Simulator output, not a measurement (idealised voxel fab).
The document below concerns the process module designated voxel double patterning.
The figure presents cross-section cut, which has a width of 190 nm and is divided into square cells with an edge length of 5 nm.
We lay out every cross-section as a grid of square cells and spell it out in bands from the top down, where one band means one or more rows of cells.
Heights first: top, then bottom, in nm. Then materials, left to right, each with a width in nm. "all across" on a single material: fills the band edge to edge. "air": empty space.
We count height from 0. Below that, the starting wafer is all one material. The lowest band never ends at the bottom but goes on down; see "top 0, no bottom" for how that is written.
A width given as "30->40" starts at the first number in the band's top row and ends at the second number in its bottom row, shifting by an equal amount at every step from row to row.
The cross-section has no changed cell in any step marked "no change occurred".
Closed empty spaces (no open way to the top) of 8 cells or more are what "Trapped void list" lists, each as width x height at distance from the left edge, nm for all three.
Heads up: the bit after the settings on a step's line is the simulator's remark on that step.
If you see "overlay nm" on a step's line and that step has a mask, it's telling you how far right of where it was planned the mask ended up; a negative number means it went left instead.
Steps in the process plan:
1. RECEIVE (material Si)
2. CONFORMAL_DEP (material SiO2; thk nm 5)
3. DIRECTIONAL_DEP (material W; thk nm 5)
4. DIRECTIONAL_DEP (material SiN; thk nm 5)
5. DIRECTIONAL_DEP (material aC; thk nm 15)
6. PATTERN (tone open; mask id FIRST; material resist; width nm 15; pitch nm 50; thk nm 30; overlay nm 0)
7. DIRECTIONAL_ETCH (etch materials aC; depth nm 15)
8. STRIP (etch materials resist)
9. DIRECTIONAL_ETCH (etch materials SiN; depth nm 5)
10. STRIP (etch materials aC)
11. PATTERN (tone open; mask id SECOND; material resist; width nm 15; pitch nm 50; thk nm 20; overlay nm 0)
12. DIRECTIONAL_ETCH (etch materials SiN; depth nm 5)
13. STRIP (etch materials resist)
14. DIRECTIONAL_ETCH (etch materials W; depth nm 10)
15. STRIP (etch materials SiN)
Every wafer here starts from the same state; it is the step 3 thk nm that distinguishes them, and the value the plan gives belongs to the first wafer.
Cross-section: the first of several wafers in its as-received state, i.e. following step 1:
* top 0, no bottom  Si all across
* Trapped void list: none
Last step of the module is step 15; after it, the first of several wafers in cross-section:
* top 10, bottom 5  W 35 nm; air 15 nm; W 10 nm; air 15 nm; W 10 nm; air 15 nm; W 10 nm; air 15 nm; W 10 nm; air 15 nm; W 40 nm
* top 5, bottom 0  SiO2 all across
* top 0, no bottom  Si all across
* Trapped void list: none
Here we cross-sectioned the last of the wafers once the module was done:
* top 30, bottom 20  W 35 nm; air 15 nm; W 10 nm; air 15 nm; W 10 nm; air 15 nm; W 10 nm; air 15 nm; W 10 nm; air 15 nm; W 40 nm
* top 20, bottom 5  W all across
* top 5, bottom 0  SiO2 all across
* top 0, no bottom  Si all across
* Trapped void list: none
Tabulated below, wafer by wafer, are the end-of-module results: for each material, the number of cells gained (+) or lost (-) relative to the as-received state, followed by the closed voids:
thk nm 5; +38 SiO2; +23 W; Trapped void list: none
thk nm 10; +38 SiO2; +46 W; Trapped void list: none
thk nm 15; +38 SiO2; +84 W; Trapped void list: none
thk nm 20; +38 SiO2; +122 W; Trapped void list: none
thk nm 25; +38 SiO2; +160 W; Trapped void list: none
